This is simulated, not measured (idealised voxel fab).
process module | voxel self aligned contacts
In the cross-section labelled cut, the width is 180 nm and each square cell is 5 nm.
Cross-section, as written here: a square-cell grid given band by band from the top down, where a band holds one or more rows of cells.
What a band's entry tells you: where the top is and where the bottom is, as heights in nm, and after that what lies inside, material by material from left to right, each with its width in nm. Empty space is written as the word "blank", and a single material marked with the word "full width" occupies the band from edge to edge.
It should be noted that heights are counted from 0, beneath which the wafer as supplied is of one material throughout, and that the lowest band possesses no lower boundary but continues downward, as written in "0 and below".
Read "30->40" as a graded width: first number on top, second number at the bottom, same change between each pair of neighbouring rows.
Reading "remained the same" for a step: not a cell of the cross-section changed in it.
Listed in "Sealed cavities": every empty space of 8 or more cells without an open way to the top. Form: width x height at distance, the distance being from the left edge, all in nm.
Post-settings text on a step line: simulator's own remark regarding the step.
A step line may carry the setting "overlay nm", which, for steps involving a mask, states the distance by which the mask lay to the right of its intended position; negative values denote displacement to the left.
-- Set out below are the planned steps of the process
| 1 | RECEIVE [material Si] |
| 2 | CONFORMAL_DEP [material SiO2] [thk nm 5] |
| 3 | DIRECTIONAL_DEP [material polySi] [thk nm 20] |
| 4 | DIRECTIONAL_DEP [material SiN] [thk nm 20] |
| 5 | MASKED_ETCH [tone cover] [mask id GATE] [width nm 30] [pitch nm 75] [etch materials SiN] [depth nm 20] [overlay nm 0] |
| 6 | MASKED_ETCH [tone cover] [mask id GATE] [width nm 30] [pitch nm 75] [etch materials polySi] [depth nm 20] [overlay nm 0] |
| 7 | CONFORMAL_DEP [material SiN] [thk nm 10] |
| 8 | DIRECTIONAL_ETCH [etch materials SiN] [depth nm 10] |
| 9 | FILL_DEP [material SiO2] [thk nm 10] |
| 10 | CMP [height nm 50] |
| 11 | PATTERN [tone open] [mask id CONTACT] [material resist] [width nm 55] [thk nm 20] [overlay nm 0] |
| 12 | DIRECTIONAL_ETCH [etch materials SiO2] [depth nm 50] |
| 13 | STRIP [etch materials resist] |
| 14 | CONFORMAL_DEP [material TiN] [thk nm 5] |
| 15 | FILL_DEP [material Ru] [thk nm 5] |
| 16 | CMP [height nm 50] |
| 17 | CONFORMAL_DEP [material SiCN] [thk nm 5] |
-- On the first of the two wafers: run conducted according to plan
-- Wafer as received: cross-section following step 1
- 0 and below: Si full width
- Sealed cavities: none
-- So this is the wafer cross-section right after step 2
- 5 down to 0: SiO2 full width
- Everything below 0 is unchanged.
-- So this is the wafer cross-section right after step 3
- 25 down to 5: polySi full width
- Everything below 5 is unchanged.
-- So this is the wafer cross-section right after step 4
- 45 down to 25: SiN full width
- Everything below 25 is unchanged.
-- So this is the wafer cross-section right after step 5
- 45 down to 25: blank (35); SiN (30); blank (45); SiN (30); blank (40)
- Everything below 25 is unchanged.
-- So this is the wafer cross-section right after step 6
- 45 down to 25: blank (35); SiN (30); blank (45); SiN (30); blank (40)
- 25 down to 5: blank (35); polySi (30); blank (45); polySi (30); blank (40)
- Everything below 5 is unchanged.
-- So this is the wafer cross-section right after step 7
- 55 down to 25: blank (25); SiN (50); blank (25); SiN (50); blank (30)
- 25 down to 15: blank (25); SiN (10); polySi (30); SiN (10); blank (25); SiN (10); polySi (30); SiN (10); blank (30)
- 15 down to 5: SiN (35); polySi (30); SiN (45); polySi (30); SiN (40)
- Everything below 5 is unchanged.
-- So this is the wafer cross-section right after step 8
- 45 down to 25: blank (25); SiN (50); blank (25); SiN (50); blank (30)
- 25 down to 5: blank (25); SiN (10); polySi (30); SiN (10); blank (25); SiN (10); polySi (30); SiN (10); blank (30)
- Everything below 5 is unchanged.
-- So this is the wafer cross-section right after step 9
- 55 down to 45: SiO2 full width
- 45 down to 25: SiO2 (25); SiN (50); SiO2 (25); SiN (50); SiO2 (30)
- 25 down to 5: SiO2 (25); SiN (10); polySi (30); SiN (10); SiO2 (25); SiN (10); polySi (30); SiN (10); SiO2 (30)
- Everything below 5 is unchanged.
-- So this is the wafer cross-section right after step 10
- 50 down to 45: SiO2 full width
- Everything below 45 is unchanged.
-- So this is the wafer cross-section right after step 11
- 70 down to 50: resist (60); blank (55); resist (65)
- Everything below 50 is unchanged.
-- So this is the wafer cross-section right after step 12
- 70 down to 50: resist (60); blank (55); resist (65)
- 50 down to 45: SiO2 (60); blank (55); SiO2 (65)
- 45 down to 25: SiO2 (25); SiN (50); blank (25); SiN (50); SiO2 (30)
- 25 down to 5: SiO2 (25); SiN (10); polySi (30); SiN (10); blank (25); SiN (10); polySi (30); SiN (10); SiO2 (30)
- 5 down to 0: SiO2 (75); blank (25); SiO2 (80)
- Everything below 0 is unchanged.
-- So this is the wafer cross-section right after step 13
- 50 down to 45: SiO2 (60); blank (55); SiO2 (65)
- Everything below 45 is unchanged.
-- So this is the wafer cross-section right after step 14
- 55 down to 50: TiN (65); blank (45); TiN (70)
- 50 down to 45: SiO2 (60); TiN (20); blank (15); TiN (20); SiO2 (65)
- 45 down to 25: SiO2 (25); SiN (50); TiN (5); blank (15); TiN (5); SiN (50); SiO2 (30)
- 25 down to 5: SiO2 (25); SiN (10); polySi (30); SiN (10); TiN (5); blank (15); TiN (5); SiN (10); polySi (30); SiN (10); SiO2 (30)
- 5 down to 0: SiO2 (75); TiN (25); SiO2 (80)
- Everything below 0 is unchanged.
-- So this is the wafer cross-section right after step 15
- 60 down to 55: Ru full width
- 55 down to 50: TiN (65); Ru (45); TiN (70)
- 50 down to 45: SiO2 (60); TiN (20); Ru (15); TiN (20); SiO2 (65)
- 45 down to 25: SiO2 (25); SiN (50); TiN (5); Ru (15); TiN (5); SiN (50); SiO2 (30)
- 25 down to 5: SiO2 (25); SiN (10); polySi (30); SiN (10); TiN (5); Ru (15); TiN (5); SiN (10); polySi (30); SiN (10); SiO2 (30)
- Everything below 5 is unchanged.
-- So this is the wafer cross-section right after step 16
- 50 down to 45: SiO2 (60); TiN (20); Ru (15); TiN (20); SiO2 (65)
- Everything below 45 is unchanged.
-- So this is the wafer cross-section right after step 17
- 55 down to 50: SiCN full width
- Everything below 50 is unchanged.
-- Second wafer: same start and same plan as the first, one execution error; identical to the first through step 4
-- Second wafer shown in cross-section at the time step 5 was slated to end
- 45 down to 25: blank (25); SiN (30); blank (45); SiN (30); blank (50)
- Everything below 25 is unchanged.
-- Second wafer shown in cross-section at the time step 6 was slated to end
- 45 down to 25: blank (25); SiN (30); blank (45); SiN (30); blank (50)
- 25 down to 5: blank (25); polySi (40); blank (35); polySi (40); blank (40)
- Everything below 5 is unchanged.
-- Second wafer shown in cross-section at the time step 7 was slated to end
- 55 down to 35: blank (15); SiN (50); blank (25); SiN (50); blank (40)
- 35 down to 25: blank (15); SiN (60); blank (15); SiN (60); blank (30)
- 25 down to 15: blank (15); SiN (10); polySi (40); SiN (10); blank (15); SiN (10); polySi (40); SiN (10); blank (30)
- 15 down to 5: SiN (25); polySi (40); SiN (35); polySi (40); SiN (40)
- Everything below 5 is unchanged.
-- Second wafer shown in cross-section at the time step 8 was slated to end
- 45 down to 25: blank (15); SiN (50); blank (25); SiN (50); blank (40)
- 25 down to 5: blank (15); SiN (10); polySi (40); SiN (10); blank (15); SiN (10); polySi (40); SiN (10); blank (30)
- Everything below 5 is unchanged.
-- Second wafer shown in cross-section at the time step 9 was slated to end
- 55 down to 45: SiO2 full width
- 45 down to 25: SiO2 (15); SiN (50); SiO2 (25); SiN (50); SiO2 (40)
- 25 down to 5: SiO2 (15); SiN (10); polySi (40); SiN (10); SiO2 (15); SiN (10); polySi (40); SiN (10); SiO2 (30)
- Everything below 5 is unchanged.
-- Second wafer shown in cross-section at the time step 10 was slated to end
- 50 down to 45: SiO2 full width
- Everything below 45 is unchanged.
-- Second wafer shown in cross-section at the time step 11 was slated to end
- 70 down to 50: resist (60); blank (55); resist (65)
- Everything below 50 is unchanged.
-- Second wafer shown in cross-section at the time step 12 was slated to end
- 70 down to 50: resist (60); blank (55); resist (65)
- 50 down to 45: SiO2 (60); blank (55); SiO2 (65)
- 45 down to 25: SiO2 (15); SiN (50); blank (25); SiN (50); SiO2 (40)
- 25 down to 5: SiO2 (15); SiN (10); polySi (40); SiN (10); blank (15); SiN (10); polySi (40); SiN (10); SiO2 (30)
- 5 down to 0: SiO2 (75); blank (15); SiO2 (90)
- Everything below 0 is unchanged.
-- Second wafer shown in cross-section at the time step 13 was slated to end
- 50 down to 45: SiO2 (60); blank (55); SiO2 (65)
- Everything below 45 is unchanged.
-- Second wafer shown in cross-section at the time step 14 was slated to end
- 55 down to 50: TiN (65); blank (45); TiN (70)
- 50 down to 45: SiO2 (60); TiN (10); blank (15); TiN (30); SiO2 (65)
- 45 down to 30: SiO2 (15); SiN (50); TiN (5); blank (15); TiN (5); SiN (50); SiO2 (40)
- 30 down to 25: SiO2 (15); SiN (50); TiN (15); blank (5); TiN (5); SiN (50); SiO2 (40)
- 25 down to 5: SiO2 (15); SiN (10); polySi (40); SiN (10); TiN (5); blank (5); TiN (5); SiN (10); polySi (40); SiN (10); SiO2 (30)
- 5 down to 0: SiO2 (75); TiN (15); SiO2 (90)
- Everything below 0 is unchanged.
-- Second wafer shown in cross-section at the time step 15 was slated to end
- 60 down to 55: Ru full width
- 55 down to 50: TiN (65); Ru (45); TiN (70)
- 50 down to 45: SiO2 (60); TiN (10); Ru (15); TiN (30); SiO2 (65)
- 45 down to 30: SiO2 (15); SiN (50); TiN (5); Ru (15); TiN (5); SiN (50); SiO2 (40)
- 30 down to 25: SiO2 (15); SiN (50); TiN (15); Ru (5); TiN (5); SiN (50); SiO2 (40)
- 25 down to 5: SiO2 (15); SiN (10); polySi (40); SiN (10); TiN (5); Ru (5); TiN (5); SiN (10); polySi (40); SiN (10); SiO2 (30)
- Everything below 5 is unchanged.
-- Second wafer shown in cross-section at the time step 16 was slated to end
- 50 down to 45: SiO2 (60); TiN (10); Ru (15); TiN (30); SiO2 (65)
- Everything below 45 is unchanged.
-- Second wafer shown in cross-section at the time step 17 was slated to end
- 55 down to 50: SiCN full width
- Everything below 50 is unchanged.
Plan not followed: for step 5, the planned setting was not used; the step was instead run as MASKED_ETCH [tone cover] [mask id GATE] [width nm 30] [pitch nm 75] [etch materials SiN] [depth nm 20] [overlay nm -10]
Final wafer comparison in cells, second versus first, more or fewer per material: Ru: 10 fewer | SiO2: 6 fewer | polySi: 16 more
